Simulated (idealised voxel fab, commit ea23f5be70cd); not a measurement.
process module | voxel capacitor over wiring
cross-section cut | 160 nm wide | cells 5 nm
A cross-section is a grid of square cells, given in bands from the top down. A band is one or more rows of cells.
Each band's line starts with the height of the band's top and of its bottom, in nm. Then come its materials from left to right, each with its width in nm. One material with "throughout" fills the band from edge to edge. "air" is empty space.
Height 0 is the level under which the wafer as received is all one material. The lowest band goes on downwards, as in "0 down".
A width such as "30 to 40" changes by the same amount from each row of cells to the next, from the band's top row to its bottom row.
"no change" after a step means that no cell of the cross-section changed.
closed voids: empty space of 8 cells or more with no open way to the top, each as width x height at its distance from the left edge, in nm
after a step's settings: what the simulator itself notes on the step
overlay nm, on a step with a mask: how far to the right of its planned place the mask lay; to the left if negative
plan
1 op RECEIVE | material Si
2 op CONFORMAL_DEP | material SiO2 | thk nm 10
3 op CONFORMAL_DEP | material SiCN | thk nm 5
4 op DIRECTIONAL_DEP | material SiO2 | thk nm 25
5 op MASKED_ETCH | tone open | mask id METAL_1 | width nm 20 | pitch nm 75 | etch materials SiO2 | depth nm 25 | overlay nm 0
6 op MASKED_ETCH | tone open | mask id METAL_1 | width nm 20 | pitch nm 75 | etch materials SiCN | depth nm 5 | overlay nm 0
7 op CONFORMAL_DEP | material TiN | thk nm 5
8 op FILL_DEP | material Cu | thk nm 5
9 op CMP | height nm 40
10 op CONFORMAL_DEP | material SiCN | thk nm 5
11 op DIRECTIONAL_DEP | material lowk | thk nm 20
12 op DIRECTIONAL_DEP | material aC | thk nm 15
13 op PATTERN | tone open | mask id PLUG_1 | material resist | width nm 15 | thk nm 35 | overlay nm 0
14 op DIRECTIONAL_ETCH | etch materials aC | depth nm 15
15 op STRIP | etch materials resist
16 op DIRECTIONAL_ETCH | etch materials lowk | depth nm 20
17 op DIRECTIONAL_ETCH | etch materials SiCN | depth nm 5
18 op STRIP | etch materials aC
19 op EPI | material Ru | thk nm 10
20 op EPI | material Ru | thk nm 10
21 op EPI | material Ru | thk nm 5
22 op DIRECTIONAL_DEP | material TiN | thk nm 10
23 op DIRECTIONAL_DEP | material Al2O3 | thk nm 5
24 op DIRECTIONAL_DEP | material TiN | thk nm 5
25 op PATTERN | tone cover | mask id UPPER_PLATE | material resist | width nm 60 | thk nm 15 | overlay nm 0
26 op DIRECTIONAL_ETCH | etch materials TiN | depth nm 5
27 op DIRECTIONAL_ETCH | etch materials Al2O3 | depth nm 5
28 op STRIP | etch materials resist
29 op PATTERN | tone cover | mask id LOWER_PLATE | material resist | width nm 70 | thk nm 15 | overlay nm 0
30 op DIRECTIONAL_ETCH | etch materials TiN | depth nm 10
31 op STRIP | etch materials resist
32 op FILL_DEP | material SiO2 | thk nm 20
33 op CMP | height nm 100
34 op DIRECTIONAL_DEP | material aC | thk nm 15
35 op PATTERN | tone open | mask id PLUG_2 | material resist | width nm 15 | thk nm 30 | overlay nm 0
36 op DIRECTIONAL_ETCH | etch materials aC | depth nm 15
37 op STRIP | etch materials resist
38 op DIRECTIONAL_ETCH | etch materials SiO2 | depth nm 15
39 op STRIP | etch materials aC
40 op CONFORMAL_DEP | material TiN | thk nm 5
41 op FILL_DEP | material Cu | thk nm 5
42 op CMP | height nm 100
43 op CONFORMAL_DEP | material SiCN | thk nm 5
varied across the wafers: width nm of step 35. The plan shows the first wafer's value. All wafers start alike
first wafer as received, after step 1
  0 down: Si throughout
  closed voids: none
each wafer at the end: cells of each material gained (+) or lost (-) since it was received, then its closed voids
width nm 15 | +12 Al2O3 | +22 Cu | +15 Ru | +85 SiCN | +347 SiO2 | +75 TiN | +116 lowk | closed voids: none
width nm 20 | +12 Al2O3 | +24 Cu | +15 Ru | +85 SiCN | +344 SiO2 | +76 TiN | +116 lowk | closed voids: none
width nm 25 | +12 Al2O3 | +26 Cu | +15 Ru | +85 SiCN | +341 SiO2 | +77 TiN | +116 lowk | closed voids: none
width nm 30 | +12 Al2O3 | +28 Cu | +15 Ru | +85 SiCN | +338 SiO2 | +78 TiN | +116 lowk | closed voids: none
